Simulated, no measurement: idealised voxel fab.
Process module name: voxel plated lines
cross-section cut | 180 nm wide | cells 5 nm
How to read a cross-section here: the picture is a grid of square cells, written as bands going from the top down, and any band can span one or more rows of cells. This entry defines a band. It first specifies the height of the band's top and the height of its bottom in nm, and then specifies the band's materials from left to right, stating each material with its width in nm. The word "throughout" identifies a single material that fills the band from edge to edge, while the word "air" identifies empty space. Counting heights begins at 0, where everything beneath is, in the wafer as received, one material. The lowest band has no bottom; it goes on downwards, as "z 0 and below" shows. Note: "30->40" means the width goes from the first number (top row of the band) to the second number (bottom row) in equal steps per row of cells. "nothing changed" means the step left every cell of the cross-section as it was. So "Sealed voids" is basically the list of trapped voids: any empty space of 8 cells or more that can't reach the top through an opening. They're written width x height at distance, the distance being from the left edge, and it's all nm. On each step's line, the part that comes after the settings is the simulator's own comment on the step. Among the settings permitted on a step's line is "overlay nm"; applied to a step with a mask, it specifies the extent to which the mask lay to the right of its planned position, whereas a negative figure signifies a position to the left.
### Steps planned for the process
1: RECEIVE: material Si
2: CONFORMAL_DEP: material Al2O3, thk nm 5
3: DIRECTIONAL_DEP: material TiN, thk nm 5
4: PATTERN: tone open, mask id LINES, material resist, width nm 15, pitch nm 35, thk nm 40, overlay nm 0
5: EPI: material Ru, thk nm 10
6: EPI: material Ru, thk nm 5
7: EPI: material Ru, thk nm 5
8: STRIP: etch materials resist
9: DIRECTIONAL_ETCH: etch materials TiN, depth nm 5
10: CONFORMAL_DEP: material SiCN, thk nm 10
Same starting wafers, different thk nm at step 2. Plan value belongs to the first wafer.
### The as-received cross-section of the first of several wafers corresponds to the state after step 1
* z 0 and below | Si throughout
* Sealed voids: none
### Cross-section of the first of several wafers, taken after step 10, where the module ends
* z 40 to 30 | 55 air, 70 SiCN, 55 air
* z 30 to 15 | 55 air, 10 SiCN, 15 Ru, 20 SiCN, 15 Ru, 10 SiCN, 55 air
* z 15 to 10 | 65 SiCN, 15 Ru, 20 SiCN, 15 Ru, 65 SiCN
* z 10 to 5 | 65 SiCN, 15 TiN, 20 SiCN, 15 TiN, 65 SiCN
* z 5 to 0 | Al2O3 throughout
* z 0 and below | Si throughout
* Sealed voids: none
### Showing the last wafer in cross-section at the end of the module
* z 55 to 45 | 55 air, 70 SiCN, 55 air
* z 45 to 30 | 55 air, 10 SiCN, 15 Ru, 20 SiCN, 15 Ru, 10 SiCN, 55 air
* z 30 to 25 | 65 SiCN, 15 Ru, 20 SiCN, 15 Ru, 65 SiCN
* z 25 to 20 | 65 SiCN, 15 TiN, 20 SiCN, 15 TiN, 65 SiCN
* z 20 to 0 | Al2O3 throughout
* z 0 and below | Si throughout
* Sealed voids: none
### Tabulated below, wafer by wafer, are the end-of-module results: for each material, the number of cells gained (+) or lost (-) relative to the as-received state, followed by the closed voids
thk nm 5; +36 Al2O3; +24 Ru; +112 SiCN; +6 TiN; Sealed voids: none
thk nm 10; +72 Al2O3; +24 Ru; +112 SiCN; +6 TiN; Sealed voids: none
thk nm 15; +108 Al2O3; +24 Ru; +112 SiCN; +6 TiN; Sealed voids: none
thk nm 20; +144 Al2O3; +24 Ru; +112 SiCN; +6 TiN; Sealed voids: none
